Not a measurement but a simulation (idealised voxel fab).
This is a process module. Its name is voxel ribs on slabs.
Each square cell in cross-section cut measures 5 nm, and the section as a whole is 140 nm wide.
In this document a cross-section is written as a grid of square cells. It is given as a series of bands, listed from the top down, and a band is one or more rows of cells. For a band, the entry starts with two heights in nm, that of the top and then that of the bottom, and carries on with the band's materials in order from left to right, each alongside its width in nm; the word "full width" beside a single material means it fills the band edge to edge, and "empty" means empty space. Heights are expressed relative to 0, this being the level below which the as-received wafer comprises one material exclusively. The lowest band is unbounded in the downward direction and is denoted as in "0 and below". Think of "30 to 40" as a width that walks from the first number to the second as you go down the band, top row to bottom row, taking equal-sized steps from row to row. The designation "stayed the same", where it is given for a processing step, indicates that no cell of the cross-section was altered in the course of that step. Entry "Sealed internal cavities" = empty spaces >= 8 cells with no open way to the top; each as width x height at distance, distance from left edge, all nm. Where a step's line continues beyond its settings, the continuation is a remark by the simulator itself on that step. Each step line may optionally specify "overlay nm", which for a step with a mask gives the rightward distance between the mask's planned place and where it lay, a negative value indicating the leftward direction.
# The steps planned for the process are as follows
1 op RECEIVE | material Si
2 op DIRECTIONAL_DEP | material SiO2 | thk nm 25
3 op DIRECTIONAL_DEP | material polySi | thk nm 15
4 op DIRECTIONAL_DEP | material aC | thk nm 10
5 op PATTERN | tone cover | mask id RIB | material resist | width nm 25 | thk nm 30 | overlay nm 0
6 op DIRECTIONAL_ETCH | etch materials aC | depth nm 10
7 op STRIP | etch materials resist
8 op DIRECTIONAL_ETCH | etch materials polySi | depth nm 10
9 op STRIP | etch materials aC
10 op DIRECTIONAL_DEP | material aC | thk nm 10
11 op PATTERN | tone cover | mask id SLAB | material resist | width nm 65 | thk nm 30 | overlay nm 0
12 op DIRECTIONAL_ETCH | etch materials aC | depth nm 10
13 op STRIP | etch materials resist
14 op DIRECTIONAL_ETCH | etch materials polySi | depth nm 5
15 op STRIP | etch materials aC
16 op FILL_DEP | material SiO2 | thk nm 25
17 op CMP | height nm 60
18 op DIRECTIONAL_DEP | material TiN | thk nm 10
19 op DIRECTIONAL_DEP | material aC | thk nm 10
20 op PATTERN | tone cover | mask id HEATER | material resist | width nm 35 | thk nm 25 | overlay nm 0
21 op DIRECTIONAL_ETCH | etch materials aC | depth nm 10
22 op STRIP | etch materials resist
23 op DIRECTIONAL_ETCH | etch materials TiN | depth nm 10
24 op STRIP | etch materials aC
25 op CONFORMAL_DEP | material SiO2 | thk nm 10
# Step 1 complete: cross-section of the wafer as received
  0 and below = Si full width
  Sealed internal cavities: none
# Cross-section: first of two wafers, module finished, run according to plan
  80 down to 70 = 40 of empty; 55 of SiO2; 45 of empty
  70 down to 60 = 50 of SiO2; 35 of TiN; 55 of SiO2
  60 down to 40 = SiO2 full width
  40 down to 30 = 55 of SiO2; 25 of polySi; 60 of SiO2
  30 down to 25 = 35 of SiO2; 65 of polySi; 40 of SiO2
  25 down to 0 = SiO2 full width
  0 and below = Si full width
  Sealed internal cavities: none
# Second wafer of the two, sectioned at the end of the module. It began like the first and followed the same plan, but one mistake was made while running it
  80 down to 70 = 45 of empty; 55 of SiO2; 40 of empty
  70 down to 60 = 55 of SiO2; 35 of TiN; 50 of SiO2
  60 down to 40 = SiO2 full width
  40 down to 30 = 55 of SiO2; 25 of polySi; 60 of SiO2
  30 down to 25 = 35 of SiO2; 65 of polySi; 40 of SiO2
  25 down to 0 = SiO2 full width
  0 and below = Si full width
  Sealed internal cavities: none
Nonconformance to the process plan: step 20 did not happen as planned, as run it was op PATTERN | tone cover | mask id HEATER | material resist | width nm 35 | thk nm 25 | overlay nm 5
If you tally the cells, the second wafer ends up with the same amount of every material as the first; it's all just sitting in different places.
